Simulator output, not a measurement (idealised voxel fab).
process module | voxel ribs on slabs
cross-section cut | 280 nm wide | cells 5 nm
A cross-section is a grid of square cells, given in bands from the top down. A band is one or more rows of cells.
Each band's line starts with the height of the band's top and of its bottom, in nm. Then come its materials from left to right, each with its width in nm. One material with "throughout" fills the band from edge to edge. "air" is empty space.
Height 0 is the level under which the wafer as received is all one material. The lowest band goes on downwards, as in "0 down".
A width such as "30 to 40" changes by the same amount from each row of cells to the next, from the band's top row to its bottom row.
"no change" after a step means that no cell of the cross-section changed.
closed voids: empty space of 8 cells or more with no open way to the top, each as width x height at its distance from the left edge, in nm
after a step's settings: what the simulator itself notes on the step
overlay nm, on a step with a mask: how far to the right of its planned place the mask lay; to the left if negative
plan
1 op RECEIVE | material Si
2 op DIRECTIONAL_DEP | material SiO2 | thk nm 25
3 op DIRECTIONAL_DEP | material polySi | thk nm 15
4 op DIRECTIONAL_DEP | material aC | thk nm 10
5 op PATTERN | tone cover | mask id RIB | material resist | width nm 15 | thk nm 30 | overlay nm 0
6 op DIRECTIONAL_ETCH | etch materials aC | depth nm 10
7 op STRIP | etch materials resist
8 op DIRECTIONAL_ETCH | etch materials polySi | depth nm 10
9 op STRIP | etch materials aC
10 op DIRECTIONAL_DEP | material aC | thk nm 15
11 op PATTERN | tone cover | mask id SLAB | material resist | width nm 55 | thk nm 35 | overlay nm 0
12 op DIRECTIONAL_ETCH | etch materials aC | depth nm 15
13 op STRIP | etch materials resist
14 op DIRECTIONAL_ETCH | etch materials polySi | depth nm 5
15 op STRIP | etch materials aC
16 op FILL_DEP | material SiO2 | thk nm 20
17 op CMP | height nm 50
18 op DIRECTIONAL_DEP | material TiN | thk nm 5
19 op DIRECTIONAL_DEP | material aC | thk nm 15
20 op PATTERN | tone cover | mask id HEATER | material resist | width nm 25 | thk nm 35 | overlay nm 0
21 op DIRECTIONAL_ETCH | etch materials aC | depth nm 15
22 op STRIP | etch materials resist
23 op DIRECTIONAL_ETCH | etch materials TiN | depth nm 5
24 op STRIP | etch materials aC
25 op CONFORMAL_DEP | material SiO2 | thk nm 10
as received, after step 1
  0 down: Si throughout
  closed voids: none
first wafer at the end, as planned
  65 to 60: air 115 | SiO2 45 | air 120
  60 to 55: SiO2 throughout
  55 to 50: SiO2 125 | TiN 25 | SiO2 130
  50 to 40: SiO2 throughout
  40 to 30: SiO2 130 | polySi 15 | SiO2 135
  30 to 25: SiO2 110 | polySi 55 | SiO2 115
  25 to 0: SiO2 throughout
  0 down: Si throughout
  closed voids: none
second wafer at the end: like start, like plan, one mistake
  65 to 60: air 115 | SiO2 45 | air 120
  60 to 55: SiO2 throughout
  55 to 50: SiO2 125 | TiN 25 | SiO2 130
  50 to 40: SiO2 throughout
  40 to 30: SiO2 130 | polySi 15 | SiO2 135
  30 to 25: SiO2 115 | polySi 50 | SiO2 115
  25 to 0: SiO2 throughout
  0 down: Si throughout
  closed voids: none
what went wrong: step 11 ran as: op PATTERN | tone cover | mask id SLAB | material resist | width nm 50 | thk nm 35 | overlay nm 0
at the end the second wafer has, in cells: 1 more of SiO2 | 1 fewer of polySi
